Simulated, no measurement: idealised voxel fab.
Module name: voxel capacitor over wiring (process module)
Section shown: cut. Width: 300 nm. Cell size: 5 nm, square.
Square cells in a grid make up a cross-section in this document, and the grid is given as bands, listed from the top down, each one or more rows of cells. Look at the band entry: it leads with the top's height and the bottom's height in nm. Then it lists the materials left to right, with a width in nm for each. The word "all across" on a single material says that material fills the band edge to edge. The word "blank" is empty space. Measure heights from 0. That's the level where, below it, the as-received wafer is all one material. The lowest band is bottomless and extends downward; write it as in "0 and below". Width "30->40": first value at the band's top row of cells, second value at its bottom row, equal change from row to row. Reading "no modifications" for a step: not a cell of the cross-section changed in it. You'll see "Encapsulated voids" listing empty spaces that have no way open to the top, as long as they're 8 cells or more; the notation is width x height at distance, where the distance is from the left edge, and all of it is in nm. Formally, on a step line, whatever follows the settings is a remark that the simulator itself makes on the step. Steps that use a mask can have "overlay nm" on their line. It says how far the mask sat to the right of where it was meant to be. Negative means to the left.

Process steps (planned):
step 1: op RECEIVE | material Si
step 2: op CONFORMAL_DEP | material SiO2 | thk nm 15
step 3: op CONFORMAL_DEP | material SiN | thk nm 5
step 4: op DIRECTIONAL_DEP | material lowk | thk nm 20
step 5: op DIRECTIONAL_DEP | material aC | thk nm 15
step 6: op PATTERN | tone open | mask id METAL_1 | material resist | width nm 20 | pitch nm 85 | thk nm 30 | overlay nm 0
step 7: op DIRECTIONAL_ETCH | etch materials aC | depth nm 15
step 8: op STRIP | etch materials resist
step 9: op DIRECTIONAL_ETCH | etch materials lowk | depth nm 20
step 10: op DIRECTIONAL_ETCH | etch materials SiN | depth nm 5
step 11: op STRIP | etch materials aC
step 12: op CONFORMAL_DEP | material TiN | thk nm 5
step 13: op FILL_DEP | material Cu | thk nm 10
step 14: op CMP | height nm 40
step 15: op CONFORMAL_DEP | material SiCN | thk nm 5
step 16: op DIRECTIONAL_DEP | material lowk | thk nm 20
step 17: op PATTERN | tone open | mask id PLUG_1 | material resist | width nm 15 | thk nm 20 | overlay nm 0
step 18: op DIRECTIONAL_ETCH | etch materials lowk | depth nm 20
step 19: op DIRECTIONAL_ETCH | etch materials SiCN | depth nm 5
step 20: op STRIP | etch materials resist
step 21: op EPI | material Ru | thk nm 10
step 22: op EPI | material Ru | thk nm 10
step 23: op EPI | material Ru | thk nm 5
step 24: op DIRECTIONAL_DEP | material TiN | thk nm 5
step 25: op DIRECTIONAL_DEP | material SiN | thk nm 5
step 26: op DIRECTIONAL_DEP | material TiN | thk nm 10
step 27: op PATTERN | tone cover | mask id UPPER_PLATE | material resist | width nm 70 | thk nm 15 | overlay nm 0
step 28: op DIRECTIONAL_ETCH | etch materials TiN | depth nm 10
step 29: op DIRECTIONAL_ETCH | etch materials SiN | depth nm 5
step 30: op STRIP | etch materials resist
step 31: op MASKED_ETCH | tone cover | mask id LOWER_PLATE | width nm 80 | etch materials TiN | depth nm 5 | overlay nm 0
step 32: op FILL_DEP | material SiO2 | thk nm 20
step 33: op CMP | height nm 100
step 34: op MASKED_ETCH | tone open | mask id PLUG_2 | width nm 15 | etch materials SiO2 | depth nm 15 | overlay nm 0
step 35: op CONFORMAL_DEP | material TiN | thk nm 5
step 36: op FILL_DEP | material Cu | thk nm 10
step 37: op CMP | height nm 100
step 38: op CONFORMAL_DEP | material SiCN | thk nm 5

Delivered wafer in cross-section: state after step 1:
* 0 and below  Si all across
* Encapsulated voids: none

Cross-section taken at module completion on the first of two wafers; processed per the plan:
* 105 down to 100  SiCN all across
* 100 down to 90  SiO2: 110, then TiN: 5, then Cu: 5, then TiN: 5, then SiO2: 175
* 90 down to 85  SiO2: 110, then TiN: 15, then SiO2: 175
* 85 down to 75  SiO2: 100, then TiN: 70, then SiO2: 130
* 75 down to 70  SiO2: 100, then SiN: 70, then SiO2: 130
* 70 down to 65  SiO2: 95, then TiN: 80, then SiO2: 125
* 65 down to 45  lowk: 100, then Ru: 15, then lowk: 185
* 45 down to 40  SiCN: 100, then Ru: 15, then SiCN: 185
* 40 down to 20  lowk: 95, then TiN: 5, then Cu: 10, then TiN: 5, then lowk: 65, then TiN: 5, then Cu: 10, then TiN: 5, then lowk: 100
* 20 down to 15  SiN: 95, then TiN: 20, then SiN: 65, then TiN: 20, then SiN: 100
* 15 down to 0  SiO2 all across
* 0 and below  Si all across
* Encapsulated voids: none

Second wafer cross-section at end of module - shared start and plan with the first, one mistake in the run:
* 105 down to 100  SiCN all across
* 100 down to 95  SiO2: 110, then TiN: 15, then SiO2: 175
* 95 down to 85  SiO2: 100, then TiN: 25, then SiO2: 175
* 85 down to 80  SiO2: 100, then SiN: 25, then TiN: 45, then SiO2: 130
* 80 down to 75  SiO2: 95, then TiN: 75, then SiO2: 130
* 75 down to 70  SiO2: 90, then Ru: 35, then SiN: 45, then SiO2: 130
* 70 down to 65  SiO2: 90, then Ru: 35, then TiN: 50, then SiO2: 125
* 65 down to 45  lowk: 100, then Ru: 15, then lowk: 185
* 45 down to 40  SiCN: 100, then Ru: 15, then SiCN: 185
* 40 down to 20  lowk: 95, then TiN: 5, then Cu: 10, then TiN: 5, then lowk: 65, then TiN: 5, then Cu: 10, then TiN: 5, then lowk: 100
* 20 down to 15  SiN: 95, then TiN: 20, then SiN: 65, then TiN: 20, then SiN: 100
* 15 down to 0  SiO2 all across
* 0 and below  Si all across
* Encapsulated voids: none
Nonconformance to the process plan: one of 21 and 22 got run twice; they're all identical, so no saying which
Heads up, by the end the second wafer has more or fewer cells of some materials compared to the first: -2 Cu; +14 Ru; -8 SiO2; -4 TiN
